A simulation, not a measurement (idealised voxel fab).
Process module under the name voxel air gaps
For reference, the cross-section in this document is cut, with width 245 nm and square cells of 5 nm.
A cross-section is written here as square cells arranged in a grid, and it is given in bands from the top down, each band taking up one or more rows of cells. Heads up on the band format: heights come first, top then bottom, in nm. After that it's the materials left to right, each with its width in nm. A single material flagged "throughout" fills the whole band edge to edge, and "empty" means there's empty space there. Heights are reckoned from 0. Under this level, the received wafer is all of one material. The bottommost band is open-ended downward, for example "0 nm and below". Width: "30 to 40" (first number = top row, second number = bottom row, same change from row to row of cells). What does "no change occurred" mean for a step? It means no cell of the cross-section changed in that step. "Voids, sealed" means: voids of 8 cells or more that are shut off from the top with no open way through. Written width x height at distance, distance from the left edge, in nm. Where a step's line continues beyond its settings, the continuation is a remark by the simulator itself on that step. A step line may carry the setting "overlay nm", which, for steps involving a mask, states the distance by which the mask lay to the right of its intended position; negative values denote displacement to the left.

-- Here's what the planned process steps look like
- 1: RECEIVE [material Si]
- 2: CONFORMAL_DEP [material SiO2] [thk nm 15]
- 3: CONFORMAL_DEP [material SiN] [thk nm 5]
- 4: DIRECTIONAL_DEP [material lowk] [thk nm 30]
- 5: DIRECTIONAL_DEP [material aC] [thk nm 15]
- 6: PATTERN [tone open] [mask id LINES] [material resist] [width nm 25] [pitch nm 55] [thk nm 30] [overlay nm -15]
- 7: DIRECTIONAL_ETCH [etch materials aC] [depth nm 15]
- 8: STRIP [etch materials resist]
- 9: DIRECTIONAL_ETCH [etch materials lowk] [depth nm 30]
- 10: STRIP [etch materials aC]
- 11: CONFORMAL_DEP [material TiN] [thk nm 5]
- 12: FILL_DEP [material W] [thk nm 10]
- 13: CMP [height nm 50]
- 14: EPI [material Ru] [thk nm 10]
- 15: SELECTIVE_ETCH [etch materials lowk] [depth nm 40]
- 16: CONFORMAL_DEP [material SiN] [thk nm 5]
Variable across wafers: step 6 overlay nm (plan value is that of the first wafer; starting state common to all).

-- As received, i.e. after step 1: cross-section through the first of several wafers
* 0 nm and below = Si throughout
* Voids, sealed: none

-- So in this table every wafer gets its own row, and what you see is where it stands at the end of the module: for each material, how many cells it picked up (+) or gave up (-) since we received it, and after that its closed voids
overlay nm -15; +54 Ru; +170 SiN; +147 SiO2; +45 TiN; +45 W; Voids, sealed: 20 x 20 at 70; 20 x 20 at 125
overlay nm -10; +54 Ru; +170 SiN; +147 SiO2; +45 TiN; +45 W; Voids, sealed: 20 x 20 at 75; 20 x 20 at 130
overlay nm -5; +54 Ru; +170 SiN; +147 SiO2; +45 TiN; +45 W; Voids, sealed: 20 x 20 at 80; 20 x 20 at 135
overlay nm 0; +54 Ru; +170 SiN; +147 SiO2; +45 TiN; +45 W; Voids, sealed: 20 x 20 at 85; 20 x 20 at 140
overlay nm 5; +54 Ru; +170 SiN; +147 SiO2; +45 TiN; +45 W; Voids, sealed: 20 x 20 at 90; 20 x 20 at 145
overlay nm 10; +54 Ru; +170 SiN; +147 SiO2; +45 TiN; +45 W; Voids, sealed: 20 x 20 at 95; 20 x 20 at 150
overlay nm 15; +54 Ru; +170 SiN; +147 SiO2; +45 TiN; +45 W; Voids, sealed: 20 x 20 at 100; 20 x 20 at 155
